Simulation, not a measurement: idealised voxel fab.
The following process module bears the name voxel transistor to metal.
The cross-section shown here is cut; it is 190 nm wide and divided into square cells measuring 5 nm on a side.
Cross-section layout: square cells on a grid; listed as bands, top to bottom; a band spans one or more cell rows. For a band, the entry starts with two heights in nm, that of the top and then that of the bottom, and carries on with the band's materials in order from left to right, each alongside its width in nm; the word "throughout" beside a single material means it fills the band edge to edge, and "blank" means empty space. For the purposes of this specification, 0 denotes the height below which the wafer in its as-received condition is composed wholly of one material, and the lowermost band, lacking a lower limit, extends downward without end, as expressed in "0 down". The width entry "30 to 40" should be interpreted row by row: the top row of cells in the band takes the first number, the bottom row takes the second number, and the change between adjacent rows is uniform throughout. "no alterations made" means the step left every cell of the cross-section as it was. Closed empty spaces (no open way to the top) of 8 cells or more are what "Internal closed voids" lists, each as width x height at distance from the left edge, nm for all three. On a step's line, text after the settings is the simulator commenting on that step. A step's line can hold "overlay nm"; with a mask on that step, the setting says how far right of the planned place the mask lay, while a negative setting says it lay to the left.
-- The process steps that were planned are listed below
1) op RECEIVE | material Si
2) op OXIDIZE | depth nm 5
3) op CONFORMAL_DEP | material SiN | thk nm 15
4) op MASKED_ETCH | tone cover | mask id ACTIVE | width nm 100 | etch materials SiN | depth nm 15 | overlay nm 0
5) op MASKED_ETCH | tone cover | mask id ACTIVE | width nm 100 | etch materials SiO2 | depth nm 5 | overlay nm 0
6) op MASKED_ETCH | tone cover | mask id ACTIVE | width nm 100 | etch materials Si | depth nm 30 | overlay nm 0
7) op FILL_DEP | material SiO2 | thk nm 15
8) op CMP | height nm 15
9) op SELECTIVE_ETCH | etch materials SiO2 | depth nm 5
10) op STRIP | etch materials SiN
11) op SELECTIVE_ETCH | etch materials SiO2 | depth nm 5
12) op OXIDIZE | depth nm 5
13) op DIRECTIONAL_DEP | material polySi | thk nm 25
14) op DIRECTIONAL_DEP | material SiCN | thk nm 15
15) op MASKED_ETCH | tone cover | mask id GATE | width nm 20 | etch materials SiCN | depth nm 25 | overlay nm 0
16) op MASKED_ETCH | tone cover | mask id GATE | width nm 20 | etch materials polySi | depth nm 35 | overlay nm 0
17) op CONFORMAL_DEP | material SiN | thk nm 10
18) op DIRECTIONAL_ETCH | etch materials SiN | depth nm 10
19) op DIRECTIONAL_ETCH | etch materials SiO2 | depth nm 5
20) op DIRECTIONAL_ETCH | etch materials Si | depth nm 5
21) op EPI | material nSi | thk nm 5
22) op FILL_DEP | material SiO2 | thk nm 5
23) op CMP | height nm 35
24) op DIRECTIONAL_DEP | material SiO2 | thk nm 15
25) op MASKED_ETCH | tone open | mask id CONTACT | width nm 20 | pitch nm 70 | etch materials SiO2 | depth nm 60 | overlay nm 0
26) op CONFORMAL_DEP | material TiN | thk nm 5
27) op FILL_DEP | material Ru | thk nm 10
28) op CMP | height nm 50
29) op DIRECTIONAL_DEP | material TiN | thk nm 5
30) op DIRECTIONAL_DEP | material Ru | thk nm 15
31) op PATTERN | tone cover | mask id METAL_1 | material resist | width nm 20 | pitch nm 70 | thk nm 20 | overlay nm 0
32) op DIRECTIONAL_ETCH | etch materials Ru | depth nm 15
33) op DIRECTIONAL_ETCH | etch materials TiN | depth nm 5
34) op STRIP | etch materials resist
35) op CONFORMAL_DEP | material SiN | thk nm 5
36) op FILL_DEP | material SiO2 | thk nm 5
37) op CMP | height nm 70
38) op CONFORMAL_DEP | material SiCN | thk nm 5
-- The first of the two wafers, which ran as planned
-- as received, after step 1
> 0 down: Si throughout
> Internal closed voids: none
-- The following cross-section depicts the wafer upon completion of step 2
> 0 to -5: SiO2 throughout
> Below -5, no change.
-- The following cross-section depicts the wafer upon completion of step 3
> 15 to 0: SiN throughout
> Below 0, no change.
-- The following cross-section depicts the wafer upon completion of step 4
> 15 to 0: blank: 45 / SiN: 100 / blank: 45
> Below 0, no change.
-- The following cross-section depicts the wafer upon completion of step 5
> 15 to 0: blank: 45 / SiN: 100 / blank: 45
> 0 to -5: blank: 45 / SiO2: 100 / blank: 45
> Below -5, no change.
-- The following cross-section depicts the wafer upon completion of step 6
> 15 to 0: blank: 45 / SiN: 100 / blank: 45
> 0 to -5: blank: 45 / SiO2: 100 / blank: 45
> -5 to -35: blank: 45 / Si: 100 / blank: 45
> Below -35, no change.
-- The following cross-section depicts the wafer upon completion of step 7
> 30 to 15: SiO2 throughout
> 15 to 0: SiO2: 45 / SiN: 100 / SiO2: 45
> 0 to -5: SiO2 throughout
> -5 to -35: SiO2: 45 / Si: 100 / SiO2: 45
> Below -35, no change.
-- The following cross-section depicts the wafer upon completion of step 8
> 15 to 0: SiO2: 45 / SiN: 100 / SiO2: 45
> Below 0, no change.
-- The following cross-section depicts the wafer upon completion of step 9
> 15 to 10: blank: 45 / SiN: 100 / blank: 45
> Below 10, no change.
-- The following cross-section depicts the wafer upon completion of step 10
> 10 to 0: SiO2: 45 / blank: 100 / SiO2: 45
> Below 0, no change.
-- The following cross-section depicts the wafer upon completion of step 11
> 5 to -5: SiO2: 40 / blank: 110 / SiO2: 40
> Below -5, no change.
-- The following cross-section depicts the wafer upon completion of step 12
> 5 to -5: SiO2: 40 / blank: 110 / SiO2: 40
> -5 to -10: SiO2 throughout
> Below -10, no change.
-- The following cross-section depicts the wafer upon completion of step 13
> 30 to 20: polySi: 40 / blank: 110 / polySi: 40
> 20 to 5: polySi throughout
> 5 to -5: SiO2: 40 / polySi: 110 / SiO2: 40
> Below -5, no change.
-- The following cross-section depicts the wafer upon completion of step 14
> 45 to 35: SiCN: 40 / blank: 110 / SiCN: 40
> 35 to 30: SiCN throughout
> 30 to 20: polySi: 40 / SiCN: 110 / polySi: 40
> Below 20, no change.
-- The following cross-section depicts the wafer upon completion of step 15
> 35 to 30: blank: 85 / SiCN: 20 / blank: 85
> 30 to 20: polySi: 40 / blank: 45 / SiCN: 20 / blank: 45 / polySi: 40
> Below 20, no change.
-- The following cross-section depicts the wafer upon completion of step 16
> 35 to 20: blank: 85 / SiCN: 20 / blank: 85
> 20 to 5: blank: 85 / polySi: 20 / blank: 85
> 5 to -5: SiO2: 40 / blank: 45 / polySi: 20 / blank: 45 / SiO2: 40
> Below -5, no change.
-- The following cross-section depicts the wafer upon completion of step 17
> 45 to 35: blank: 75 / SiN: 40 / blank: 75
> 35 to 20: blank: 75 / SiN: 10 / SiCN: 20 / SiN: 10 / blank: 75
> 20 to 15: blank: 75 / SiN: 10 / polySi: 20 / SiN: 10 / blank: 75
> 15 to 5: SiN: 50 / blank: 25 / SiN: 10 / polySi: 20 / SiN: 10 / blank: 25 / SiN: 50
> 5 to -5: SiO2: 40 / SiN: 45 / polySi: 20 / SiN: 45 / SiO2: 40
> Below -5, no change.
-- The following cross-section depicts the wafer upon completion of step 18
> 35 to 20: blank: 75 / SiN: 10 / SiCN: 20 / SiN: 10 / blank: 75
> 20 to 5: blank: 75 / SiN: 10 / polySi: 20 / SiN: 10 / blank: 75
> 5 to -5: SiO2: 40 / SiN: 10 / blank: 25 / SiN: 10 / polySi: 20 / SiN: 10 / blank: 25 / SiN: 10 / SiO2: 40
> Below -5, no change.
-- The following cross-section depicts the wafer upon completion of step 19
> 35 to 20: blank: 75 / SiN: 10 / SiCN: 20 / SiN: 10 / blank: 75
> 20 to 5: blank: 75 / SiN: 10 / polySi: 20 / SiN: 10 / blank: 75
> 5 to 0: blank: 40 / SiN: 10 / blank: 25 / SiN: 10 / polySi: 20 / SiN: 10 / blank: 25 / SiN: 10 / blank: 40
> 0 to -5: SiO2: 40 / SiN: 10 / blank: 25 / SiN: 10 / polySi: 20 / SiN: 10 / blank: 25 / SiN: 10 / SiO2: 40
> -5 to -10: SiO2: 50 / blank: 25 / SiO2: 40 / blank: 25 / SiO2: 50
> Below -10, no change.
-- The following cross-section depicts the wafer upon completion of step 20
> 35 to 20: blank: 75 / SiN: 10 / SiCN: 20 / SiN: 10 / blank: 75
> 20 to 5: blank: 75 / SiN: 10 / polySi: 20 / SiN: 10 / blank: 75
> 5 to 0: blank: 40 / SiN: 10 / blank: 25 / SiN: 10 / polySi: 20 / SiN: 10 / blank: 25 / SiN: 10 / blank: 40
> 0 to -5: SiO2: 40 / SiN: 10 / blank: 25 / SiN: 10 / polySi: 20 / SiN: 10 / blank: 25 / SiN: 10 / SiO2: 40
> -5 to -10: SiO2: 50 / blank: 25 / SiO2: 40 / blank: 25 / SiO2: 50
> -10 to -15: SiO2: 45 / Si: 5 / blank: 25 / Si: 40 / blank: 25 / Si: 5 / SiO2: 45
> Below -15, no change.
-- The following cross-section depicts the wafer upon completion of step 21
> 35 to 20: blank: 75 / SiN: 10 / SiCN: 20 / SiN: 10 / blank: 75
> 20 to 5: blank: 75 / SiN: 10 / polySi: 20 / SiN: 10 / blank: 75
> 5 to 0: blank: 40 / SiN: 10 / blank: 25 / SiN: 10 / polySi: 20 / SiN: 10 / blank: 25 / SiN: 10 / blank: 40
> 0 to -5: SiO2: 40 / SiN: 10 / blank: 25 / SiN: 10 / polySi: 20 / SiN: 10 / blank: 25 / SiN: 10 / SiO2: 40
> -5 to -10: SiO2: 50 / nSi: 5 / blank: 15 / nSi: 5 / SiO2: 40 / nSi: 5 / blank: 15 / nSi: 5 / SiO2: 50
> -10 to -15: SiO2: 45 / Si: 5 / nSi: 25 / Si: 40 / nSi: 25 / Si: 5 / SiO2: 45
> Below -15, no change.
-- The following cross-section depicts the wafer upon completion of step 22
> 40 to 35: SiO2 throughout
> 35 to 20: SiO2: 75 / SiN: 10 / SiCN: 20 / SiN: 10 / SiO2: 75
> 20 to 5: SiO2: 75 / SiN: 10 / polySi: 20 / SiN: 10 / SiO2: 75
> 5 to -5: SiO2: 40 / SiN: 10 / SiO2: 25 / SiN: 10 / polySi: 20 / SiN: 10 / SiO2: 25 / SiN: 10 / SiO2: 40
> -5 to -10: SiO2: 50 / nSi: 5 / SiO2: 15 / nSi: 5 / SiO2: 40 / nSi: 5 / SiO2: 15 / nSi: 5 / SiO2: 50
> Below -10, no change.
-- The following cross-section depicts the wafer upon completion of step 23
> 35 to 20: SiO2: 75 / SiN: 10 / SiCN: 20 / SiN: 10 / SiO2: 75
> Below 20, no change.
-- The following cross-section depicts the wafer upon completion of step 24
> 50 to 35: SiO2 throughout
> Below 35, no change.
-- The following cross-section depicts the wafer upon completion of step 25
> 50 to 35: SiO2: 50 / blank: 20 / SiO2: 50 / blank: 20 / SiO2: 50
> 35 to 20: SiO2: 50 / blank: 20 / SiO2: 5 / SiN: 10 / SiCN: 20 / SiN: 10 / SiO2: 5 / blank: 20 / SiO2: 50
> 20 to 5: SiO2: 50 / blank: 20 / SiO2: 5 / SiN: 10 / polySi: 20 / SiN: 10 / SiO2: 5 / blank: 20 / SiO2: 50
> 5 to -5: SiO2: 40 / SiN: 10 / blank: 20 / SiO2: 5 / SiN: 10 / polySi: 20 / SiN: 10 / SiO2: 5 / blank: 20 / SiN: 10 / SiO2: 40
> -5 to -10: SiO2: 50 / nSi: 5 / blank: 15 / nSi: 5 / SiO2: 40 / nSi: 5 / blank: 15 / nSi: 5 / SiO2: 50
> Below -10, no change.
-- The following cross-section depicts the wafer upon completion of step 26
> 55 to 50: TiN: 55 / blank: 10 / TiN: 60 / blank: 10 / TiN: 55
> 50 to 35: SiO2: 50 / TiN: 5 / blank: 10 / TiN: 5 / SiO2: 50 / TiN: 5 / blank: 10 / TiN: 5 / SiO2: 50
> 35 to 20: SiO2: 50 / TiN: 5 / blank: 10 / TiN: 5 / SiO2: 5 / SiN: 10 / SiCN: 20 / SiN: 10 / SiO2: 5 / TiN: 5 / blank: 10 / TiN: 5 / SiO2: 50
> 20 to 5: SiO2: 50 / TiN: 5 / blank: 10 / TiN: 5 / SiO2: 5 / SiN: 10 / polySi: 20 / SiN: 10 / SiO2: 5 / TiN: 5 / blank: 10 / TiN: 5 / SiO2: 50
> 5 to -5: SiO2: 40 / SiN: 10 / TiN: 5 to 10 / blank: 10 to 5 / TiN: 5 / SiO2: 5 / SiN: 10 / polySi: 20 / SiN: 10 / SiO2: 5 / TiN: 5 / blank: 10 to 5 / TiN: 5 to 10 / SiN: 10 / SiO2: 40
> -5 to -10: SiO2: 50 / nSi: 5 / TiN: 15 / nSi: 5 / SiO2: 40 / nSi: 5 / TiN: 15 / nSi: 5 / SiO2: 50
> Below -10, no change.
-- The following cross-section depicts the wafer upon completion of step 27
> 65 to 55: Ru throughout
> 55 to 50: TiN: 55 / Ru: 10 / TiN: 60 / Ru: 10 / TiN: 55
> 50 to 35: SiO2: 50 / TiN: 5 / Ru: 10 / TiN: 5 / SiO2: 50 / TiN: 5 / Ru: 10 / TiN: 5 / SiO2: 50
> 35 to 20: SiO2: 50 / TiN: 5 / Ru: 10 / TiN: 5 / SiO2: 5 / SiN: 10 / SiCN: 20 / SiN: 10 / SiO2: 5 / TiN: 5 / Ru: 10 / TiN: 5 / SiO2: 50
> 20 to 5: SiO2: 50 / TiN: 5 / Ru: 10 / TiN: 5 / SiO2: 5 / SiN: 10 / polySi: 20 / SiN: 10 / SiO2: 5 / TiN: 5 / Ru: 10 / TiN: 5 / SiO2: 50
> 5 to -5: SiO2: 40 / SiN: 10 / TiN: 5 to 10 / Ru: 10 to 5 / TiN: 5 / SiO2: 5 / SiN: 10 / polySi: 20 / SiN: 10 / SiO2: 5 / TiN: 5 / Ru: 10 to 5 / TiN: 5 to 10 / SiN: 10 / SiO2: 40
> Below -5, no change.
-- The following cross-section depicts the wafer upon completion of step 28
> 50 to 35: SiO2: 50 / TiN: 5 / Ru: 10 / TiN: 5 / SiO2: 50 / TiN: 5 / Ru: 10 / TiN: 5 / SiO2: 50
> Below 35, no change.
-- The following cross-section depicts the wafer upon completion of step 29
> 55 to 50: TiN throughout
> Below 50, no change.
-- The following cross-section depicts the wafer upon completion of step 30
> 70 to 55: Ru throughout
> Below 55, no change.
-- The following cross-section depicts the wafer upon completion of step 31
> 90 to 70: blank: 50 / resist: 20 / blank: 50 / resist: 20 / blank: 50
> Below 70, no change.
-- The following cross-section depicts the wafer upon completion of step 32
> 90 to 70: blank: 50 / resist: 20 / blank: 50 / resist: 20 / blank: 50
> 70 to 55: blank: 50 / Ru: 20 / blank: 50 / Ru: 20 / blank: 50
> Below 55, no change.
-- The following cross-section depicts the wafer upon completion of step 33
> 90 to 70: blank: 50 / resist: 20 / blank: 50 / resist: 20 / blank: 50
> 70 to 55: blank: 50 / Ru: 20 / blank: 50 / Ru: 20 / blank: 50
> 55 to 50: blank: 50 / TiN: 20 / blank: 50 / TiN: 20 / blank: 50
> Below 50, no change.
-- The following cross-section depicts the wafer upon completion of step 34
> 70 to 55: blank: 50 / Ru: 20 / blank: 50 / Ru: 20 / blank: 50
> Below 55, no change.
-- The following cross-section depicts the wafer upon completion of step 35
> 75 to 70: blank: 45 / SiN: 30 / blank: 40 / SiN: 30 / blank: 45
> 70 to 55: blank: 45 / SiN: 5 / Ru: 20 / SiN: 5 / blank: 40 / SiN: 5 / Ru: 20 / SiN: 5 / blank: 45
> 55 to 50: SiN: 50 / TiN: 20 / SiN: 50 / TiN: 20 / SiN: 50
> Below 50, no change.
-- The following cross-section depicts the wafer upon completion of step 36
> 80 to 75: SiO2 throughout
> 75 to 70: SiO2: 45 / SiN: 30 / SiO2: 40 / SiN: 30 / SiO2: 45
> 70 to 55: SiO2: 45 / SiN: 5 / Ru: 20 / SiN: 5 / SiO2: 40 / SiN: 5 / Ru: 20 / SiN: 5 / SiO2: 45
> Below 55, no change.
-- The following cross-section depicts the wafer upon completion of step 37
> 70 to 55: SiO2: 45 / SiN: 5 / Ru: 20 / SiN: 5 / SiO2: 40 / SiN: 5 / Ru: 20 / SiN: 5 / SiO2: 45
> Below 55, no change.
-- The following cross-section depicts the wafer upon completion of step 38
> 75 to 70: SiCN throughout
> Below 70, no change.
-- Second of two: same start, same plan, one run error; steps up to and including 24 match the first
-- Cross-section of the second wafer corresponding to the planned conclusion of step 25
> 50 to 35: SiO2: 45 / blank: 30 / SiO2: 40 / blank: 30 / SiO2: 45
> 35 to 20: SiO2: 45 / blank: 30 / SiN: 10 / SiCN: 20 / SiN: 10 / blank: 30 / SiO2: 45
> 20 to 5: SiO2: 45 / blank: 30 / SiN: 10 / polySi: 20 / SiN: 10 / blank: 30 / SiO2: 45
> 5 to -5: SiO2: 40 / SiN: 10 / blank: 25 / SiN: 10 / polySi: 20 / SiN: 10 / blank: 25 / SiN: 10 / SiO2: 40
> -5 to -10: SiO2: 50 / nSi: 5 / blank: 15 / nSi: 5 / SiO2: 40 / nSi: 5 / blank: 15 / nSi: 5 / SiO2: 50
> Below -10, no change.
-- Cross-section of the second wafer corresponding to the planned conclusion of step 26
> 55 to 50: TiN: 50 / blank: 20 / TiN: 50 / blank: 20 / TiN: 50
> 50 to 35: SiO2: 45 / TiN: 5 / blank: 20 / TiN: 5 / SiO2: 40 / TiN: 5 / blank: 20 / TiN: 5 / SiO2: 45
> 35 to 20: SiO2: 45 / TiN: 5 / blank: 20 / TiN: 5 / SiN: 10 / SiCN: 20 / SiN: 10 / TiN: 5 / blank: 20 / TiN: 5 / SiO2: 45
> 20 to 10: SiO2: 45 / TiN: 5 / blank: 20 / TiN: 5 / SiN: 10 / polySi: 20 / SiN: 10 / TiN: 5 / blank: 20 / TiN: 5 / SiO2: 45
> 10 to 5: SiO2: 45 / TiN: 10 / blank: 15 / TiN: 5 / SiN: 10 / polySi: 20 / SiN: 10 / TiN: 5 / blank: 15 / TiN: 10 / SiO2: 45
> 5 to -5: SiO2: 40 / SiN: 10 / TiN: 5 to 10 / blank: 15 to 5 / TiN: 5 to 10 / SiN: 10 / polySi: 20 / SiN: 10 / TiN: 5 to 10 / blank: 15 to 5 / TiN: 5 to 10 / SiN: 10 / SiO2: 40
> -5 to -10: SiO2: 50 / nSi: 5 / TiN: 15 / nSi: 5 / SiO2: 40 / nSi: 5 / TiN: 15 / nSi: 5 / SiO2: 50
> Below -10, no change.
-- Cross-section of the second wafer corresponding to the planned conclusion of step 27
> 65 to 55: Ru throughout
> 55 to 50: TiN: 50 / Ru: 20 / TiN: 50 / Ru: 20 / TiN: 50
> 50 to 35: SiO2: 45 / TiN: 5 / Ru: 20 / TiN: 5 / SiO2: 40 / TiN: 5 / Ru: 20 / TiN: 5 / SiO2: 45
> 35 to 20: SiO2: 45 / TiN: 5 / Ru: 20 / TiN: 5 / SiN: 10 / SiCN: 20 / SiN: 10 / TiN: 5 / Ru: 20 / TiN: 5 / SiO2: 45
> 20 to 10: SiO2: 45 / TiN: 5 / Ru: 20 / TiN: 5 / SiN: 10 / polySi: 20 / SiN: 10 / TiN: 5 / Ru: 20 / TiN: 5 / SiO2: 45
> 10 to 5: SiO2: 45 / TiN: 10 / Ru: 15 / TiN: 5 / SiN: 10 / polySi: 20 / SiN: 10 / TiN: 5 / Ru: 15 / TiN: 10 / SiO2: 45
> 5 to -5: SiO2: 40 / SiN: 10 / TiN: 5 to 10 / Ru: 15 to 5 / TiN: 5 to 10 / SiN: 10 / polySi: 20 / SiN: 10 / TiN: 5 to 10 / Ru: 15 to 5 / TiN: 5 to 10 / SiN: 10 / SiO2: 40
> Below -5, no change.
-- Cross-section of the second wafer corresponding to the planned conclusion of step 28
> 50 to 35: SiO2: 45 / TiN: 5 / Ru: 20 / TiN: 5 / SiO2: 40 / TiN: 5 / Ru: 20 / TiN: 5 / SiO2: 45
> Below 35, no change.
-- Cross-section of the second wafer corresponding to the planned conclusion of step 29
> 55 to 50: TiN throughout
> Below 50, no change.
-- Cross-section of the second wafer corresponding to the planned conclusion of step 30
> 70 to 55: Ru throughout
> Below 55, no change.
-- Cross-section of the second wafer corresponding to the planned conclusion of step 31
> 90 to 70: blank: 50 / resist: 20 / blank: 50 / resist: 20 / blank: 50
> Below 70, no change.
-- Cross-section of the second wafer corresponding to the planned conclusion of step 32
> 90 to 70: blank: 50 / resist: 20 / blank: 50 / resist: 20 / blank: 50
> 70 to 55: blank: 50 / Ru: 20 / blank: 50 / Ru: 20 / blank: 50
> Below 55, no change.
-- Cross-section of the second wafer corresponding to the planned conclusion of step 33
> 90 to 70: blank: 50 / resist: 20 / blank: 50 / resist: 20 / blank: 50
> 70 to 55: blank: 50 / Ru: 20 / blank: 50 / Ru: 20 / blank: 50
> 55 to 50: blank: 50 / TiN: 20 / blank: 50 / TiN: 20 / blank: 50
> Below 50, no change.
-- Cross-section of the second wafer corresponding to the planned conclusion of step 34
> 70 to 55: blank: 50 / Ru: 20 / blank: 50 / Ru: 20 / blank: 50
> Below 55, no change.
-- Cross-section of the second wafer corresponding to the planned conclusion of step 35
> 75 to 70: blank: 45 / SiN: 30 / blank: 40 / SiN: 30 / blank: 45
> 70 to 55: blank: 45 / SiN: 5 / Ru: 20 / SiN: 5 / blank: 40 / SiN: 5 / Ru: 20 / SiN: 5 / blank: 45
> 55 to 50: SiN: 50 / TiN: 20 / SiN: 50 / TiN: 20 / SiN: 50
> Below 50, no change.
-- Cross-section of the second wafer corresponding to the planned conclusion of step 36
> 80 to 75: SiO2 throughout
> 75 to 70: SiO2: 45 / SiN: 30 / SiO2: 40 / SiN: 30 / SiO2: 45
> 70 to 55: SiO2: 45 / SiN: 5 / Ru: 20 / SiN: 5 / SiO2: 40 / SiN: 5 / Ru: 20 / SiN: 5 / SiO2: 45
> Below 55, no change.
-- Cross-section of the second wafer corresponding to the planned conclusion of step 37
> 70 to 55: SiO2: 45 / SiN: 5 / Ru: 20 / SiN: 5 / SiO2: 40 / SiN: 5 / Ru: 20 / SiN: 5 / SiO2: 45
> Below 55, no change.
-- Cross-section of the second wafer corresponding to the planned conclusion of step 38
> 75 to 70: SiCN throughout
> Below 70, no change.
Nonconformance to the process plan: step 25 ran as: op MASKED_ETCH | tone open | mask id CONTACT | width nm 30 | pitch nm 70 | etch materials SiO2 | depth nm 60 | overlay nm 0
Once processing is complete, comparing cell counts shows that the second wafer has more or fewer of certain materials than the first: 36 more of Ru, 40 fewer of SiO2, 4 more of TiN
